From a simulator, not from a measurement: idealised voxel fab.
process module | voxel transistor to metal
cross-section cut | 185 nm wide | cells 5 nm
A cross-section is a grid of square cells, given in bands from the top down. A band is one or more rows of cells.
Each band's line starts with the height of the band's top and of its bottom, in nm. Then come its materials from left to right, each with its width in nm. One material with "throughout" fills the band from edge to edge. "air" is empty space.
Height 0 is the level under which the wafer as received is all one material. The lowest band goes on downwards, as in "0 down".
A width such as "30 to 40" changes by the same amount from each row of cells to the next, from the band's top row to its bottom row.
"no change" after a step means that no cell of the cross-section changed.
closed voids: empty space of 8 cells or more with no open way to the top, each as width x height at its distance from the left edge, in nm
after a step's settings: what the simulator itself notes on the step
overlay nm, on a step with a mask: how far to the right of its planned place the mask lay; to the left if negative
plan
1 op RECEIVE | material Si
2 op CONFORMAL_DEP | material SiO2 | thk nm 5
3 op CONFORMAL_DEP | material SiN | thk nm 10
4 op DIRECTIONAL_DEP | material aC | thk nm 10
5 op PATTERN | tone cover | mask id ACTIVE | material resist | width nm 95 | thk nm 30 | overlay nm 0
6 op DIRECTIONAL_ETCH | etch materials aC | depth nm 10
7 op STRIP | etch materials resist
8 op DIRECTIONAL_ETCH | etch materials SiN | depth nm 10
9 op DIRECTIONAL_ETCH | etch materials SiO2 | depth nm 5
10 op DIRECTIONAL_ETCH | etch materials Si | depth nm 25
11 op STRIP | etch materials aC
12 op FILL_DEP | material SiO2 | thk nm 15
13 op CMP | height nm 15
14 op SELECTIVE_ETCH | etch materials SiO2 | depth nm 5
15 op STRIP | etch materials SiN
16 op SELECTIVE_ETCH | etch materials SiO2 | depth nm 5
17 op OXIDIZE | depth nm 5
18 op DIRECTIONAL_DEP | material polySi | thk nm 25
19 op DIRECTIONAL_DEP | material SiCN | thk nm 15
20 op MASKED_ETCH | tone cover | mask id GATE | width nm 25 | etch materials SiCN | depth nm 25 | overlay nm 0
21 op MASKED_ETCH | tone cover | mask id GATE | width nm 25 | etch materials polySi | depth nm 35 | overlay nm 0
22 op CONFORMAL_DEP | material SiN | thk nm 5
23 op DIRECTIONAL_ETCH | etch materials SiN | depth nm 5
24 op DIRECTIONAL_ETCH | etch materials SiO2 | depth nm 5
25 op EPI | material SiGe | thk nm 5
26 op FILL_DEP | material SiO2 | thk nm 10
27 op CMP | height nm 25
28 op STRIP | etch materials polySi
29 op SELECTIVE_ETCH | etch materials SiO2 | depth nm 5
30 op CONFORMAL_DEP | material HfO2 | thk nm 5
31 op CONFORMAL_DEP | material TiN | thk nm 5
32 op FILL_DEP | material W | thk nm 10
33 op CMP | height nm 20
34 op DIRECTIONAL_DEP | material SiO2 | thk nm 15
35 op MASKED_ETCH | tone open | mask id CONTACT | width nm 15 | pitch nm 70 | etch materials SiO2 | depth nm 35 | overlay nm 0
36 op CONFORMAL_DEP | material TiN | thk nm 5
37 op FILL_DEP | material Ru | thk nm 5
38 op CMP | height nm 35
39 op DIRECTIONAL_DEP | material TiN | thk nm 5
40 op DIRECTIONAL_DEP | material Ru | thk nm 15
41 op MASKED_ETCH | tone cover | mask id METAL_1 | width nm 15 | pitch nm 70 | etch materials Ru | depth nm 15 | overlay nm 0
42 op MASKED_ETCH | tone cover | mask id METAL_1 | width nm 15 | pitch nm 70 | etch materials TiN | depth nm 5 | overlay nm 0
43 op CONFORMAL_DEP | material SiCN | thk nm 5
44 op FILL_DEP | material lowk | thk nm 5
45 op CMP | height nm 55
46 op CONFORMAL_DEP | material SiCN | thk nm 5
47 op DIRECTIONAL_DEP | material lowk | thk nm 25
48 op DIRECTIONAL_DEP | material aC | thk nm 10
49 op PATTERN | tone open | mask id METAL_2 | material resist | width nm 15 | pitch nm 70 | thk nm 30 | overlay nm 0
50 op DIRECTIONAL_ETCH | etch materials aC | depth nm 10
51 op STRIP | etch materials resist
52 op DIRECTIONAL_ETCH | etch materials lowk | depth nm 15
53 op STRIP | etch materials aC
54 op MASKED_ETCH | tone open | mask id METAL_2_HOLES | width nm 15 | pitch nm 70 | etch materials lowk | depth nm 10 | overlay nm 0
55 op MASKED_ETCH | tone open | mask id METAL_2_HOLES | width nm 15 | pitch nm 70 | etch materials SiCN | depth nm 5 | overlay nm 0
56 op CONFORMAL_DEP | material TiN | thk nm 5
57 op FILL_DEP | material Cu | thk nm 5
58 op CMP | height nm 85
59 op CONFORMAL_DEP | material SiCN | thk nm 5
as received, after step 1
  0 down: Si throughout
  closed voids: none
first wafer at the end, as planned
  90 to 85: SiCN throughout
  85 to 60: lowk 50 | TiN 5 | Cu 5 | TiN 5 | lowk 55 | TiN 5 | Cu 5 | TiN 5 | lowk 50
  60 to 55: SiCN 50 | TiN 15 | SiCN 55 | TiN 15 | SiCN 50
  55 to 40: lowk 45 | SiCN 5 | Ru 15 | SiCN 5 | lowk 45 | SiCN 5 | Ru 15 | SiCN 5 | lowk 45
  40 to 35: SiCN 50 | TiN 15 | SiCN 55 | TiN 15 | SiCN 50
  35 to 20: SiO2 50 | TiN 5 | Ru 5 | TiN 5 | SiO2 55 | TiN 5 | Ru 5 | TiN 5 | SiO2 50
  20 to 5: SiO2 50 | TiN 5 | Ru 5 | TiN 5 | SiO2 10 | SiN 5 | HfO2 5 | TiN 5 | W 5 | TiN 5 | HfO2 5 | SiN 5 | SiO2 10 | TiN 5 | Ru 5 | TiN 5 | SiO2 50
  5 to 0: SiO2 40 | SiN 5 | SiO2 5 | TiN 15 | SiO2 10 | SiN 5 | HfO2 5 | TiN 15 | HfO2 5 | SiN 5 | SiO2 10 | TiN 15 | SiO2 5 | SiN 5 | SiO2 40
  0 to -5: SiO2 45 | SiGe 30 | HfO2 35 | SiGe 30 | SiO2 45
  -5 to -25: SiO2 45 | Si 95 | SiO2 45
  -25 down: Si throughout
  closed voids: none
second wafer at the end: like start, like plan, one mistake
  90 to 85: SiCN throughout
  85 to 60: lowk 50 | TiN 5 | Cu 5 | TiN 5 | lowk 55 | TiN 5 | Cu 5 | TiN 5 | lowk 50
  60 to 55: SiCN 50 | TiN 15 | SiCN 55 | TiN 15 | SiCN 50
  55 to 40: lowk 45 | SiCN 5 | Ru 15 | SiCN 5 | lowk 45 | SiCN 5 | Ru 15 | SiCN 5 | lowk 45
  40 to 35: SiCN 50 | TiN 15 | SiCN 55 | TiN 15 | SiCN 50
  35 to 20: SiO2 50 | TiN 5 | Ru 5 | TiN 5 | SiO2 55 | TiN 5 | Ru 5 | TiN 5 | SiO2 50
  20 to 5: SiO2 50 | TiN 5 | Ru 5 | TiN 5 | SiO2 10 | SiN 5 | HfO2 5 | TiN 5 | W 5 | TiN 5 | HfO2 5 | SiN 5 | SiO2 10 | TiN 5 | Ru 5 | TiN 5 | SiO2 50
  5 to 0: SiO2 40 | SiN 5 | SiO2 5 | TiN 15 | SiO2 10 | SiN 5 | HfO2 5 | TiN 15 | HfO2 5 | SiN 5 | SiO2 10 | TiN 15 | SiO2 5 | SiN 5 | SiO2 40
  0 to -5: SiO2 45 | SiGe 30 | HfO2 35 | SiGe 30 | SiO2 45
  -5 to -30: SiO2 45 | Si 95 | SiO2 45
  -30 down: Si throughout
  closed voids: none
what went wrong: step 10 ran as: op DIRECTIONAL_ETCH | etch materials Si | depth nm 30
at the end the second wafer has, in cells: 18 fewer of Si | 18 more of SiO2
